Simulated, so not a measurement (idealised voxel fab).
This section sets out a process module, namely voxel lift off.
Pictured: cross-section cut, 165 nm wide, on a grid of 5 nm square cells.
If you're reading a cross-section in this doc, picture square cells in a grid; it comes to you as bands, top ones listed first down to the bottom, and a band can be one or more rows of cells. Heads up on the band format: heights come first, top then bottom, in nm. After that it's the materials left to right, each with its width in nm. A single material flagged "everywhere" fills the whole band edge to edge, and "air" means there's empty space there. Counting heights begins at 0, where everything beneath is, in the wafer as received, one material. The lowest band has no bottom; it goes on downwards, as "from 0 down" shows. Note: "30->40" means the width goes from the first number (top row of the band) to the second number (bottom row) in equal steps per row of cells. "nothing was modified" means the step left every cell of the cross-section as it was. Voids not open to the top, 8 cells minimum: see "Enclosed void inventory". Written width x height at distance; distance is from the left edge; nm. If you see something after the settings on a step's line, that's the simulator's own remark about that step. overlay nm: where the mask lay relative to plan, measured to the right, on steps with a mask; negatives go left.

### The following list gives the planned process steps
1. op RECEIVE | material Si
2. op CONFORMAL_DEP | material Al2O3 | thk nm 5
3. op PATTERN | tone open | mask id LINES | material resist | width nm 15 | pitch nm 45 | thk nm 20 | overlay nm -15
4. op DIRECTIONAL_DEP | material Ru | thk nm 5
5. op STRIP | etch materials resist
6. op CONFORMAL_DEP | material SiCN | thk nm 5
The wafers in this document start out alike and differ in the overlay nm applied at step 3; the plan shows the value used for the first wafer.

### The first of several wafers in cross-section, exactly as it reached us after step 1
	from 0 down | Si everywhere
	Enclosed void inventory: none

### Table: wafers, a row each; end-of-module cell change per material since receipt, gain (+), loss (-); then closed voids
overlay nm -15, +33 Al2O3, +6 Ru, +37 SiCN, Enclosed void inventory: none
overlay nm -10, +33 Al2O3, +6 Ru, +37 SiCN, Enclosed void inventory: none
overlay nm -5, +33 Al2O3, +6 Ru, +37 SiCN, Enclosed void inventory: none
overlay nm 0, +33 Al2O3, +6 Ru, +37 SiCN, Enclosed void inventory: none
overlay nm 5, +33 Al2O3, +6 Ru, +37 SiCN, Enclosed void inventory: none
overlay nm 10, +33 Al2O3, +6 Ru, +37 SiCN, Enclosed void inventory: none
overlay nm 15, +33 Al2O3, +6 Ru, +37 SiCN, Enclosed void inventory: none
